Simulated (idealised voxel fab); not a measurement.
The process module presented herein is designated voxel tone inversion.
Square cells of 5 nm make up the cross-section cut, whose width is 170 nm.
Cross-section = grid of square cells, listed top down in bands; band = one or more rows. Top, bottom (nm), then materials left to right with widths (nm); lone material tagged "full width" fills the whole band edge to edge; "blank" = empty space. Heights are expressed relative to 0, this being the level below which the as-received wafer comprises one material exclusively. The lowest band is unbounded in the downward direction and is denoted as in "0 -> down". So if you see something like "30 to 40" for the width, read it as the top row of the band sitting at the first number and the bottom row at the second, with every row in between moving by the same amount as the last. It should be understood that the words "no modification", when stated for a given step, signify that the cross-section underwent no change in any of its cells during that step. In the "Sealed-off cavities" entry, you get each enclosed empty space of 8 cells or more, one with no open way to the top, written width x height at distance, distance from the left edge, in nm. after a step's settings: what the simulator itself notes on the step. For masked steps, "overlay nm" on the step line gives how far right of plan the mask actually lay; a minus sign means it lay to the left.

**Steps planned for the process**
1,RECEIVE, material Si
2,CONFORMAL_DEP, material SiN, thk nm 5
3,DIRECTIONAL_DEP, material aC, thk nm 15
4,PATTERN, tone cover, mask id POSTS, material resist, width nm 20, pitch nm 40, thk nm 20, overlay nm 0
5,DIRECTIONAL_ETCH, etch materials aC, depth nm 15
6,STRIP, etch materials resist
7,FILL_DEP, material SiO2, thk nm 5
8,CMP, height nm 20
9,STRIP, etch materials aC

**The cross-section here shows the wafer as received, i.e. in its state after step 1**
0 -> down  Si full width
Sealed-off cavities: none

**Module complete - cross-section of the first of two wafers, run according to plan**
20 -> 5  15 of SiO2 / 20 of blank / 20 of SiO2 / 20 of blank / 20 of SiO2 / 20 of blank / 20 of SiO2 / 20 of blank / 15 of SiO2
5 -> 0  SiN full width
0 -> down  Si full width
Sealed-off cavities: none

**Wafer two (of two), end-of-module cross-section: start = wafer one, plan = wafer one, one run mistake**
20 -> 15  SiN full width
15 -> 0  aC full width
0 -> down  Si full width
Sealed-off cavities: none
Nonconformance to the process plan: contrary to the plan, steps 2 and 3 were processed in exchanged order
End of process, cell counts, second wafer against first, materials with more or fewer: SiO2: 54 fewer | aC: 102 more
